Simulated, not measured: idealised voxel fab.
The following is a process module called voxel self aligned contacts.
The width of the displayed cross-section, cut, is 235 nm; its cells are square, with a size of 5 nm.
If you're reading a cross-section in this doc, picture square cells in a grid; it comes to you as bands, top ones listed first down to the bottom, and a band can be one or more rows of cells. Per band: top height and bottom height in nm, followed by the left-to-right materials and their widths in nm; "everywhere" marks a single material spanning edge to edge, "empty" marks empty space. Note: height 0 marks the level under which the wafer is uniformly one material as received. Lowest band unbounded below, written "0 and below". The expression "30->40" gives the width at the extremes of the band, the first number at its top row of cells and the second at its bottom row, with the width changing by equal amounts from each row to the next in between. The designation "left unchanged", where it is given for a processing step, indicates that no cell of the cross-section was altered in the course of that step. In "Closed void list" the enclosed voids are listed, meaning empty spaces of 8 cells or larger without any opening to the top. The form is width x height at distance, distance from the left edge, units nm. If you see something after the settings on a step's line, that's the simulator's own remark about that step. overlay nm: on a step with a mask, how far right of its planned place the mask lay; negative means left.

So here's the lineup of process steps we planned
1,RECEIVE (material Si)
2,OXIDIZE (depth nm 5)
3,DIRECTIONAL_DEP (material polySi; thk nm 25)
4,DIRECTIONAL_DEP (material SiN; thk nm 15)
5,PATTERN (tone cover; mask id GATE; material resist; width nm 25; pitch nm 60; thk nm 15; overlay nm 0)
6,DIRECTIONAL_ETCH (etch materials SiN; depth nm 15)
7,DIRECTIONAL_ETCH (etch materials polySi; depth nm 25)
8,STRIP (etch materials resist)
9,CONFORMAL_DEP (material SiN; thk nm 5)
10,DIRECTIONAL_ETCH (etch materials SiN; depth nm 5)
11,FILL_DEP (material SiO2; thk nm 15)
12,CMP (height nm 45)
13,PATTERN (tone open; mask id CONTACT; material resist; width nm 45; pitch nm 60; thk nm 15; overlay nm 0)
14,DIRECTIONAL_ETCH (etch materials SiO2; depth nm 50)
15,STRIP (etch materials resist)
16,CONFORMAL_DEP (material TiN; thk nm 5)
17,FILL_DEP (material W; thk nm 5)
18,CMP (height nm 45)
19,CONFORMAL_DEP (material SiN; thk nm 5)

First of two wafers, processed according to plan

So this is the incoming wafer in cross-section - it's already been through step 1
> 0 and below | Si everywhere
> Closed void list: none

Cross-section: wafer state after step 2
> 0 down to -5 | SiO2 everywhere
> For the remainder of the cross-section, below -5, there is no change.

Cross-section: wafer state after step 3
> 25 down to 0 | polySi everywhere
> For the remainder of the cross-section, below 0, there is no change.

Cross-section: wafer state after step 4
> 40 down to 25 | SiN everywhere
> For the remainder of the cross-section, below 25, there is no change.

Cross-section: wafer state after step 5
> 55 down to 40 | empty=45; resist=25; empty=35; resist=25; empty=35; resist=25; empty=45
> For the remainder of the cross-section, below 40, there is no change.

Cross-section: wafer state after step 6
> 55 down to 40 | empty=45; resist=25; empty=35; resist=25; empty=35; resist=25; empty=45
> 40 down to 25 | empty=45; SiN=25; empty=35; SiN=25; empty=35; SiN=25; empty=45
> For the remainder of the cross-section, below 25, there is no change.

Cross-section: wafer state after step 7
> 55 down to 40 | empty=45; resist=25; empty=35; resist=25; empty=35; resist=25; empty=45
> 40 down to 25 | empty=45; SiN=25; empty=35; SiN=25; empty=35; SiN=25; empty=45
> 25 down to 0 | empty=45; polySi=25; empty=35; polySi=25; empty=35; polySi=25; empty=45
> For the remainder of the cross-section, below 0, there is no change.

Cross-section: wafer state after step 8
> 40 down to 25 | empty=45; SiN=25; empty=35; SiN=25; empty=35; SiN=25; empty=45
> For the remainder of the cross-section, below 25, there is no change.

Cross-section: wafer state after step 9
> 45 down to 25 | empty=40; SiN=35; empty=25; SiN=35; empty=25; SiN=35; empty=40
> 25 down to 5 | empty=40; SiN=5; polySi=25; SiN=5; empty=25; SiN=5; polySi=25; SiN=5; empty=25; SiN=5; polySi=25; SiN=5; empty=40
> 5 down to 0 | SiN=45; polySi=25; SiN=35; polySi=25; SiN=35; polySi=25; SiN=45
> For the remainder of the cross-section, below 0, there is no change.

Cross-section: wafer state after step 10
> 40 down to 25 | empty=40; SiN=35; empty=25; SiN=35; empty=25; SiN=35; empty=40
> 25 down to 0 | empty=40; SiN=5; polySi=25; SiN=5; empty=25; SiN=5; polySi=25; SiN=5; empty=25; SiN=5; polySi=25; SiN=5; empty=40
> For the remainder of the cross-section, below 0, there is no change.

Cross-section: wafer state after step 11
> 55 down to 40 | SiO2 everywhere
> 40 down to 25 | SiO2=40; SiN=35; SiO2=25; SiN=35; SiO2=25; SiN=35; SiO2=40
> 25 down to 0 | SiO2=40; SiN=5; polySi=25; SiN=5; SiO2=25; SiN=5; polySi=25; SiN=5; SiO2=25; SiN=5; polySi=25; SiN=5; SiO2=40
> For the remainder of the cross-section, below 0, there is no change.

Cross-section: wafer state after step 12
> 45 down to 40 | SiO2 everywhere
> For the remainder of the cross-section, below 40, there is no change.

Cross-section: wafer state after step 13
> 60 down to 45 | resist=65; empty=45; resist=15; empty=45; resist=65
> For the remainder of the cross-section, below 45, there is no change.

Cross-section: wafer state after step 14
> 60 down to 45 | resist=65; empty=45; resist=15; empty=45; resist=65
> 45 down to 40 | SiO2=65; empty=45; SiO2=15; empty=45; SiO2=65
> 40 down to 25 | SiO2=40; SiN=35; empty=25; SiN=35; empty=25; SiN=35; SiO2=40
> 25 down to 0 | SiO2=40; SiN=5; polySi=25; SiN=5; empty=25; SiN=5; polySi=25; SiN=5; empty=25; SiN=5; polySi=25; SiN=5; SiO2=40
> 0 down to -5 | SiO2=75; empty=25; SiO2=35; empty=25; SiO2=75
> For the remainder of the cross-section, below -5, there is no change.

Cross-section: wafer state after step 15
> 45 down to 40 | SiO2=65; empty=45; SiO2=15; empty=45; SiO2=65
> For the remainder of the cross-section, below 40, there is no change.

Cross-section: wafer state after step 16
> 50 down to 45 | TiN=70; empty=35; TiN=25; empty=35; TiN=70
> 45 down to 40 | SiO2=65; TiN=15; empty=15; TiN=15; SiO2=15; TiN=15; empty=15; TiN=15; SiO2=65
> 40 down to 25 | SiO2=40; SiN=35; TiN=5; empty=15; TiN=5; SiN=35; TiN=5; empty=15; TiN=5; SiN=35; SiO2=40
> 25 down to 0 | SiO2=40; SiN=5; polySi=25; SiN=5; TiN=5; empty=15; TiN=5; SiN=5; polySi=25; SiN=5; TiN=5; empty=15; TiN=5; SiN=5; polySi=25; SiN=5; SiO2=40
> 0 down to -5 | SiO2=75; TiN=25; SiO2=35; TiN=25; SiO2=75
> For the remainder of the cross-section, below -5, there is no change.

Cross-section: wafer state after step 17
> 55 down to 50 | W everywhere
> 50 down to 45 | TiN=70; W=35; TiN=25; W=35; TiN=70
> 45 down to 40 | SiO2=65; TiN=15; W=15; TiN=15; SiO2=15; TiN=15; W=15; TiN=15; SiO2=65
> 40 down to 25 | SiO2=40; SiN=35; TiN=5; W=15; TiN=5; SiN=35; TiN=5; W=15; TiN=5; SiN=35; SiO2=40
> 25 down to 0 | SiO2=40; SiN=5; polySi=25; SiN=5; TiN=5; W=15; TiN=5; SiN=5; polySi=25; SiN=5; TiN=5; W=15; TiN=5; SiN=5; polySi=25; SiN=5; SiO2=40
> For the remainder of the cross-section, below 0, there is no change.

Cross-section: wafer state after step 18
> 45 down to 40 | SiO2=65; TiN=15; W=15; TiN=15; SiO2=15; TiN=15; W=15; TiN=15; SiO2=65
> For the remainder of the cross-section, below 40, there is no change.

Cross-section: wafer state after step 19
> 50 down to 45 | SiN everywhere
> For the remainder of the cross-section, below 45, there is no change.

It is to be noted that the second wafer proceeded from the same initial state and according to the same plan as the first, although one mistake was committed in its execution; through step 8, inclusive, the two wafers share an identical history

Second wafer, cut view, end of step 9 per plan: left unchanged

Second wafer, cut view, end of step 10 per plan
> 35 down to 25 | empty=45; SiN=25; empty=35; SiN=25; empty=35; SiN=25; empty=45
> For the remainder of the cross-section, below 25, there is no change.

Second wafer, cut view, end of step 11 per plan
> 50 down to 35 | SiO2 everywhere
> 35 down to 25 | SiO2=45; SiN=25; SiO2=35; SiN=25; SiO2=35; SiN=25; SiO2=45
> 25 down to 0 | SiO2=45; polySi=25; SiO2=35; polySi=25; SiO2=35; polySi=25; SiO2=45
> For the remainder of the cross-section, below 0, there is no change.

Second wafer, cut view, end of step 12 per plan
> 45 down to 35 | SiO2 everywhere
> For the remainder of the cross-section, below 35, there is no change.

Second wafer, cut view, end of step 13 per plan
> 60 down to 45 | resist=65; empty=45; resist=15; empty=45; resist=65
> For the remainder of the cross-section, below 45, there is no change.

Second wafer, cut view, end of step 14 per plan
> 60 down to 45 | resist=65; empty=45; resist=15; empty=45; resist=65
> 45 down to 35 | SiO2=65; empty=45; SiO2=15; empty=45; SiO2=65
> 35 down to 25 | SiO2=45; SiN=25; empty=35; SiN=25; empty=35; SiN=25; SiO2=45
> 25 down to 0 | SiO2=45; polySi=25; empty=35; polySi=25; empty=35; polySi=25; SiO2=45
> 0 down to -5 | SiO2=70; empty=35; SiO2=25; empty=35; SiO2=70
> For the remainder of the cross-section, below -5, there is no change.

Second wafer, cut view, end of step 15 per plan
> 45 down to 35 | SiO2=65; empty=45; SiO2=15; empty=45; SiO2=65
> For the remainder of the cross-section, below 35, there is no change.

Second wafer, cut view, end of step 16 per plan
> 50 down to 45 | TiN=70; empty=35; TiN=25; empty=35; TiN=70
> 45 down to 35 | SiO2=65; TiN=5->10; empty=35->25; TiN=5->10; SiO2=15; TiN=5->10; empty=35->25; TiN=5->10; SiO2=65
> 35 down to 25 | SiO2=45; SiN=25; TiN=5; empty=25; TiN=5; SiN=25; TiN=5; empty=25; TiN=5; SiN=25; SiO2=45
> 25 down to 0 | SiO2=45; polySi=25; TiN=5; empty=25; TiN=5; polySi=25; TiN=5; empty=25; TiN=5; polySi=25; SiO2=45
> 0 down to -5 | SiO2=70; TiN=35; SiO2=25; TiN=35; SiO2=70
> For the remainder of the cross-section, below -5, there is no change.

Second wafer, cut view, end of step 17 per plan
> 55 down to 50 | W everywhere
> 50 down to 45 | TiN=70; W=35; TiN=25; W=35; TiN=70
> 45 down to 35 | SiO2=65; TiN=5->10; W=35->25; TiN=5->10; SiO2=15; TiN=5->10; W=35->25; TiN=5->10; SiO2=65
> 35 down to 25 | SiO2=45; SiN=25; TiN=5; W=25; TiN=5; SiN=25; TiN=5; W=25; TiN=5; SiN=25; SiO2=45
> 25 down to 0 | SiO2=45; polySi=25; TiN=5; W=25; TiN=5; polySi=25; TiN=5; W=25; TiN=5; polySi=25; SiO2=45
> For the remainder of the cross-section, below 0, there is no change.

Second wafer, cut view, end of step 18 per plan
> 45 down to 35 | SiO2=65; TiN=5->10; W=35->25; TiN=5->10; SiO2=15; TiN=5->10; W=35->25; TiN=5->10; SiO2=65
> For the remainder of the cross-section, below 35, there is no change.

Second wafer, cut view, end of step 19 per plan
> 50 down to 45 | SiN everywhere
> For the remainder of the cross-section, below 45, there is no change.
In executing the process, a mistake was made relative to the plan: plan step 9: skipped, not run
At the finish, the second wafer shows more or fewer cells for some materials than the first does: SiN -63 | SiO2 +23 | W +40
